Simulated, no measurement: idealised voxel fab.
process module | voxel tone inversion
Cross-section cut spans 220 nm and uses square cells 5 nm in size.
A cross-section in this document is a grid of square cells, and it is written down as bands, the top band listed before the ones below it; a band is made up of one or more rows of cells. Per band: top height and bottom height in nm, followed by the left-to-right materials and their widths in nm; "all across" marks a single material spanning edge to edge, "empty" marks empty space. Zero point of the height axis is 0; under it, received wafer = one material. Lowest band: continues down indefinitely, "from 0 down". You'd read "30..40" like this: the band's top row of cells is as wide as the first number, its bottom row is as wide as the second, and going down, every row changes width by the same amount as the row before did. Given "no modification" for a step, no cell of the cross-section differs between before and after that step. This entry, "Trapped voids", enumerates those empty regions of no fewer than 8 cells that possess no open connection to the top. Each region is reported in the form width x height at distance, the distance being taken from the left edge, with all three quantities expressed in nm. Note: text after step settings on the step line = simulator remark on that step. overlay nm: right-of-plan distance of the mask on a masked step; negative values mean left-of-plan.

Planned step list for the process
| 1 | RECEIVE [material Si] |
| 2 | CONFORMAL_DEP [material SiN] [thk nm 10] |
| 3 | DIRECTIONAL_DEP [material polySi] [thk nm 25] |
| 4 | PATTERN [tone cover] [mask id POSTS] [material resist] [width nm 20] [pitch nm 45] [thk nm 30] [overlay nm 0] |
| 5 | DIRECTIONAL_ETCH [etch materials polySi] [depth nm 25] |
| 6 | STRIP [etch materials resist] |
| 7 | FILL_DEP [material lowk] [thk nm 10] |
| 8 | CMP [height nm 35] |
| 9 | STRIP [etch materials polySi] |
| 10 | CONFORMAL_DEP [material TiN] [thk nm 5] |
| 11 | FILL_DEP [material Cu] [thk nm 5] |
| 12 | CMP [height nm 35] |
| 13 | CONFORMAL_DEP [material SiCN] [thk nm 5] |

Cross-sectional view of the wafer in its as-received condition, corresponding to the state after step 1
	from 0 down: Si all across
	Trapped voids: none

Starting structure and process plan are as shown above, but one mistake was made in running the module; the wafer cross-section at the end of the module follows
	from 40 to 35: SiCN all across
	from 35 to 25: lowk all across
	from 25 to 0: 30 nm lowk; 20 nm polySi; 25 nm lowk; 20 nm polySi; 25 nm lowk; 20 nm polySi; 25 nm lowk; 20 nm polySi; 35 nm lowk
	from 0 down: Si all across
	Trapped voids: none
Processing error: step 2 of the plan was bypassed and not carried out
